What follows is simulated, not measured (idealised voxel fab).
Process module name: voxel transistor to metal
Section shown: cut. Width: 275 nm. Cell size: 5 nm, square.
For the purposes of this document, a cross-section shall be understood as a grid of square cells, specified as bands listed in top-to-bottom order, each band consisting of one or more rows of cells. Each band's line starts with the height of the band's top and of its bottom, in nm. Then come its materials from left to right, each with its width in nm. One material with "full width" fills the band from edge to edge. "air" is empty space. Beneath 0, the wafer as received is one material, and that level is where height counting begins. The lowest band goes on downward without a bottom; it is written like "0 nm and below". A width such as "30 to 40" changes by the same amount from each row of cells to the next, from the band's top row to its bottom row. Reading "remained the same" for a step: not a cell of the cross-section changed in it. Each empty space that has no open way to the top and spans at least 8 cells appears under "Closed void table" as width x height at distance, the distance counted from the left edge, all in nm. Past the settings on a step's line: simulator remark, on that step. On any step carrying a mask, the "overlay nm" setting, if present on the step's line, tells how far right of its planned place the mask lay; negative values point to the left.

# plan
1: RECEIVE with material Si
2: OXIDIZE with depth nm 5
3: CONFORMAL_DEP with material SiN, thk nm 15
4: MASKED_ETCH with tone cover, mask id ACTIVE, width nm 105, pitch nm 125, etch materials SiN, depth nm 15, overlay nm 0
5: MASKED_ETCH with tone cover, mask id ACTIVE, width nm 105, pitch nm 125, etch materials SiO2, depth nm 5, overlay nm 0
6: MASKED_ETCH with tone cover, mask id ACTIVE, width nm 105, pitch nm 125, etch materials Si, depth nm 20, overlay nm 0
7: FILL_DEP with material SiO2, thk nm 10
8: CMP with height nm 15
9: SELECTIVE_ETCH with etch materials SiO2, depth nm 5
10: STRIP with etch materials SiN
11: SELECTIVE_ETCH with etch materials SiO2, depth nm 5
12: OXIDIZE with depth nm 5
13: DIRECTIONAL_DEP with material polySi, thk nm 20
14: DIRECTIONAL_DEP with material SiCN, thk nm 15
15: DIRECTIONAL_DEP with material aC, thk nm 10
16: PATTERN with tone cover, mask id GATE, material resist, width nm 25, pitch nm 125, thk nm 30, overlay nm 0
17: DIRECTIONAL_ETCH with etch materials aC, depth nm 10
18: STRIP with etch materials resist
19: DIRECTIONAL_ETCH with etch materials SiCN, depth nm 25
20: DIRECTIONAL_ETCH with etch materials polySi, depth nm 30
21: STRIP with etch materials aC
22: CONFORMAL_DEP with material SiN, thk nm 10
23: DIRECTIONAL_ETCH with etch materials SiN, depth nm 10
24: DIRECTIONAL_ETCH with etch materials SiO2, depth nm 5
25: DIRECTIONAL_ETCH with etch materials Si, depth nm 10
26: EPI with material nSi, thk nm 10
27: FILL_DEP with material SiO2, thk nm 5
28: CMP with height nm 15
29: STRIP with etch materials polySi
30: SELECTIVE_ETCH with etch materials SiO2, depth nm 5
31: CONFORMAL_DEP with material HfO2, thk nm 5
32: CONFORMAL_DEP with material TiN, thk nm 5
33: FILL_DEP with material W, thk nm 5
34: CMP with height nm 10
35: DIRECTIONAL_DEP with material SiO2, thk nm 15
36: DIRECTIONAL_DEP with material aC, thk nm 15
37: PATTERN with tone open, mask id CONTACT, material resist, width nm 20, thk nm 30, overlay nm 0
38: DIRECTIONAL_ETCH with etch materials aC, depth nm 15
39: STRIP with etch materials resist
40: DIRECTIONAL_ETCH with etch materials SiO2, depth nm 35
41: STRIP with etch materials aC
42: CONFORMAL_DEP with material TiN, thk nm 5
43: FILL_DEP with material W, thk nm 10
44: CMP with height nm 25
45: DIRECTIONAL_DEP with material TiN, thk nm 5
46: DIRECTIONAL_DEP with material Ru, thk nm 15
47: PATTERN with tone cover, mask id METAL_1, material resist, width nm 20, thk nm 15, overlay nm 0
48: DIRECTIONAL_ETCH with etch materials Ru, depth nm 15
49: DIRECTIONAL_ETCH with etch materials TiN, depth nm 5
50: STRIP with etch materials resist
51: FILL_DEP with material SiO2, thk nm 5
52: CMP with height nm 45
53: CONFORMAL_DEP with material SiCN, thk nm 5

# Delivered wafer in cross-section: state after step 1
0 nm and below | Si full width
Closed void table: none

# End-of-module cross-section. Starting structure and process plan as above; one mistake made in running it
50 nm to 45 nm | SiCN full width
45 nm to 30 nm | SiO2 25, Ru 20, SiO2 55, Ru 20, SiO2 30, Ru 20, SiO2 55, Ru 20, SiO2 30
30 nm to 25 nm | SiO2 25, TiN 20, SiO2 55, TiN 20, SiO2 30, TiN 20, SiO2 55, TiN 20, SiO2 30
25 nm to 10 nm | SiO2 25, TiN 5, W 10, TiN 5, SiO2 55, TiN 5, W 10, TiN 5, SiO2 30, TiN 5, W 10, TiN 5, SiO2 55, TiN 5, W 10, TiN 5, SiO2 30
10 nm to 5 nm | SiO2 25, TiN 5, W 10, TiN 5, SiO2 5, SiN 10, SiCN 25, SiN 10, SiO2 5, TiN 5, W 10, TiN 5, SiO2 30, TiN 5, W 10, TiN 5, SiO2 5, SiN 10, SiCN 25, SiN 10, SiO2 5, TiN 5, W 10, TiN 5, SiO2 30
5 nm to 0 nm | SiO2 15, SiN 10, TiN 20, SiO2 5, SiN 10, SiCN 25, SiN 10, SiO2 5, TiN 20, SiN 10, SiO2 10, SiN 10, TiN 20, SiO2 5, SiN 10, SiCN 25, SiN 10, SiO2 5, TiN 20, SiN 10, SiO2 20
0 nm to -5 nm | SiO2 15, SiN 10, nSi 10, TiN 5, nSi 10, SiN 10, SiCN 25, SiN 10, nSi 10, TiN 5, nSi 10, SiN 10, SiO2 10, SiN 10, nSi 10, TiN 5, nSi 10, SiN 10, SiCN 25, SiN 10, nSi 10, TiN 5, nSi 10, SiN 10, SiO2 20
-5 nm to -10 nm | SiO2 25, nSi 10, TiN 5, nSi 10, SiO2 45, nSi 10, TiN 5, nSi 10, SiO2 30, nSi 10, TiN 5, nSi 10, SiO2 45, nSi 10, TiN 5, nSi 10, SiO2 30
-10 nm to -20 nm | SiO2 20, Si 5, nSi 25, Si 45, nSi 25, Si 5, SiO2 20, Si 5, nSi 25, Si 45, nSi 25, Si 5, SiO2 25
-20 nm to -25 nm | SiO2 20, Si 105, SiO2 20, Si 105, SiO2 25
-25 nm and below | Si full width
Closed void table: none
Against the plan, the run slipped here: step 13 of the plan was excluded from execution and never run
